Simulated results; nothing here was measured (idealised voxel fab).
process module | voxel capacitor over wiring
cross-section cut | 210 nm wide | cells 5 nm
A cross-section is a grid of square cells, given in bands from the top down. A band is one or more rows of cells.
Each band's line starts with the height of the band's top and of its bottom, in nm. Then come its materials from left to right, each with its width in nm. One material with "throughout" fills the band from edge to edge. "air" is empty space.
Height 0 is the level under which the wafer as received is all one material. The lowest band goes on downwards, as in "0 down".
A width such as "30 to 40" changes by the same amount from each row of cells to the next, from the band's top row to its bottom row.
"no change" after a step means that no cell of the cross-section changed.
closed voids: empty space of 8 cells or more with no open way to the top, each as width x height at its distance from the left edge, in nm
after a step's settings: what the simulator itself notes on the step
overlay nm, on a step with a mask: how far to the right of its planned place the mask lay; to the left if negative
plan
1 op RECEIVE | material Si
2 op CONFORMAL_DEP | material SiO2 | thk nm 15
3 op CONFORMAL_DEP | material SiN | thk nm 5
4 op DIRECTIONAL_DEP | material lowk | thk nm 15
5 op PATTERN | tone open | mask id METAL_1 | material resist | width nm 20 | pitch nm 75 | thk nm 20 | overlay nm 0
6 op DIRECTIONAL_ETCH | etch materials lowk | depth nm 15
7 op DIRECTIONAL_ETCH | etch materials SiN | depth nm 5
8 op STRIP | etch materials resist
9 op CONFORMAL_DEP | material TiN | thk nm 5
10 op FILL_DEP | material Ru | thk nm 10
11 op CMP | height nm 35
12 op EPI | material Ru | thk nm 5
13 op FILL_DEP | material SiCN | thk nm 5
14 op DIRECTIONAL_DEP | material lowk | thk nm 10
15 op MASKED_ETCH | tone open | mask id PLUG_1 | width nm 15 | etch materials lowk | depth nm 10 | overlay nm 0
16 op MASKED_ETCH | tone open | mask id PLUG_1 | width nm 15 | etch materials SiCN | depth nm 5 | overlay nm 0
17 op EPI | material Ru | thk nm 10
18 op EPI | material Ru | thk nm 5
19 op DIRECTIONAL_DEP | material TiN | thk nm 5
20 op DIRECTIONAL_DEP | material Al2O3 | thk nm 5
21 op DIRECTIONAL_DEP | material TiN | thk nm 5
22 op DIRECTIONAL_DEP | material aC | thk nm 15
23 op PATTERN | tone cover | mask id UPPER_PLATE | material resist | width nm 60 | thk nm 35 | overlay nm -15
24 op DIRECTIONAL_ETCH | etch materials aC | depth nm 15
25 op STRIP | etch materials resist
26 op DIRECTIONAL_ETCH | etch materials TiN | depth nm 5
27 op DIRECTIONAL_ETCH | etch materials Al2O3 | depth nm 5
28 op STRIP | etch materials aC
29 op MASKED_ETCH | tone cover | mask id LOWER_PLATE | width nm 70 | etch materials TiN | depth nm 5 | overlay nm 0
30 op FILL_DEP | material SiO2 | thk nm 20
31 op CMP | height nm 85
32 op PATTERN | tone open | mask id PLUG_2 | material resist | width nm 15 | thk nm 20 | overlay nm 0
33 op DIRECTIONAL_ETCH | etch materials SiO2 | depth nm 15
34 op STRIP | etch materials resist
35 op CONFORMAL_DEP | material TiN | thk nm 5
36 op FILL_DEP | material Cu | thk nm 10
37 op CMP | height nm 85
38 op CONFORMAL_DEP | material SiCN | thk nm 5
varied across the wafers: overlay nm of step 23. The plan shows the first wafer's value. All wafers start alike
first wafer as received, after step 1
  0 down: Si throughout
  closed voids: none
each wafer at the end: cells of each material gained (+) or lost (-) since it was received, then its closed voids
overlay nm -15 | +12 Al2O3 | +2 Cu | +33 Ru | +111 SiCN | +34 SiN | +331 SiO2 | +53 TiN | +180 lowk | closed voids: none
overlay nm -10 | +12 Al2O3 | +2 Cu | +33 Ru | +111 SiCN | +34 SiN | +331 SiO2 | +53 TiN | +180 lowk | closed voids: none
overlay nm -5 | +12 Al2O3 | +2 Cu | +33 Ru | +111 SiCN | +34 SiN | +331 SiO2 | +53 TiN | +180 lowk | closed voids: none
overlay nm 0 | +12 Al2O3 | +2 Cu | +33 Ru | +111 SiCN | +34 SiN | +331 SiO2 | +53 TiN | +180 lowk | closed voids: none
overlay nm 5 | +12 Al2O3 | +2 Cu | +33 Ru | +111 SiCN | +34 SiN | +331 SiO2 | +53 TiN | +180 lowk | closed voids: none
overlay nm 10 | +12 Al2O3 | +2 Cu | +33 Ru | +111 SiCN | +34 SiN | +331 SiO2 | +53 TiN | +180 lowk | closed voids: none
overlay nm 15 | +12 Al2O3 | +2 Cu | +33 Ru | +111 SiCN | +34 SiN | +331 SiO2 | +53 TiN | +180 lowk | closed voids: none
